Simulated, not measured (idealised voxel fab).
The name of this process module is voxel gate over fins.
Pictured: cross-section cut, 290 nm wide, on a grid of 5 nm square cells.
Cross-section = grid of square cells, listed top down in bands; band = one or more rows. Within each band entry, the heights of the top and of the bottom of the band appear first, in that order and in nm; the materials of the band then follow from left to right, each with its corresponding width in nm. The designation "edge to edge" on a single material indicates that it fills the band from edge to edge; the designation "empty" indicates empty space. The reference from which all heights are counted is 0, the level beneath which the as-received wafer is entirely one material; the lowest band, having no lower bound, proceeds downward and is written after the example "0 and below". Width spec "30 to 40" -> top row of cells at first value, bottom row at second value, equal per-row change in between. Where the words "remained unchanged" appear for a step, the cross-section shows no cell changed by that step; every cell remained as before. If an empty space has no open way to the top and is at least 8 cells in size, "Closed void entries" lists it, written width x height at distance, where distance is measured from the left edge and every value is in nm. Anything after a step's settings on that line? It's the simulator's own note about the step. Regarding "overlay nm": on a step with a mask, it is the distance the mask lay to the right of its planned place; a negative value places it to the left.

Intended process steps:
| 1 | op RECEIVE | material Si |
| 2 | op CONFORMAL_DEP | material SiN | thk nm 10 |
| 3 | op PATTERN | tone cover | mask id FINS | material resist | width nm 15 | pitch nm 35 | thk nm 20 | overlay nm 0 |
| 4 | op DIRECTIONAL_ETCH | etch materials SiN | depth nm 10 |
| 5 | op DIRECTIONAL_ETCH | etch materials Si | depth nm 35 |
| 6 | op STRIP | etch materials resist |
| 7 | op OXIDIZE | depth nm 5 |
| 8 | op FILL_DEP | material SiO2 | thk nm 10 |
| 9 | op CMP | height nm 10 |
| 10 | op SELECTIVE_ETCH | etch materials SiO2 | depth nm 25 |
| 11 | op STRIP | etch materials SiN |
| 12 | op CONFORMAL_DEP | material HfO2 | thk nm 5 |
| 13 | op CONFORMAL_DEP | material TiN | thk nm 5 |
| 14 | op FILL_DEP | material W | thk nm 10 |
| 15 | op CMP | height nm 15 |
| 16 | op CONFORMAL_DEP | material SiCN | thk nm 10 |

Cross-section of the wafer upon arrival, representing the state reached after step 1:
- 0 and below: Si edge to edge
- Closed void entries: none

Final wafer profile in cross-section after the module, from the same start and plan as above, with one mistake made during processing:
- 25 down to 15: SiCN edge to edge
- 15 down to 10: W edge to edge
- 10 down to 5: W 115 nm, then TiN 30 nm, then W 5 nm, then TiN 30 nm, then W 110 nm
- 5 down to 0: W 115 nm, then TiN 5 nm, then HfO2 20 nm, then TiN 5 nm, then W 5 nm, then TiN 5 nm, then HfO2 20 nm, then TiN 5 nm, then W 110 nm
- 0 down to -5: W 115 nm, then TiN 5 nm, then HfO2 5 nm, then Si 10 nm, then HfO2 5 nm, then TiN 5 nm, then W 5 nm, then TiN 5 nm, then HfO2 5 nm, then Si 10 nm, then HfO2 5 nm, then TiN 5 nm, then W 110 nm
- -5 down to -10: TiN 120 nm, then HfO2 5 nm, then Si 10 nm, then HfO2 5 nm, then TiN 15 nm, then HfO2 5 nm, then Si 10 nm, then HfO2 5 nm, then TiN 115 nm
- -10 down to -15: HfO2 125 nm, then Si 10 nm, then HfO2 25 nm, then Si 10 nm, then HfO2 120 nm
- -15 down to -40: SiO2 125 nm, then Si 10 nm, then SiO2 25 nm, then Si 10 nm, then SiO2 120 nm
- -40 and below: Si edge to edge
- Closed void entries: none
What was done differently from what was planned? in deviation from the planned setting, step 3 was conducted as op PATTERN | tone cover | mask id FINS | material resist | width nm 20 | pitch nm 35 | thk nm 20 | overlay nm 0
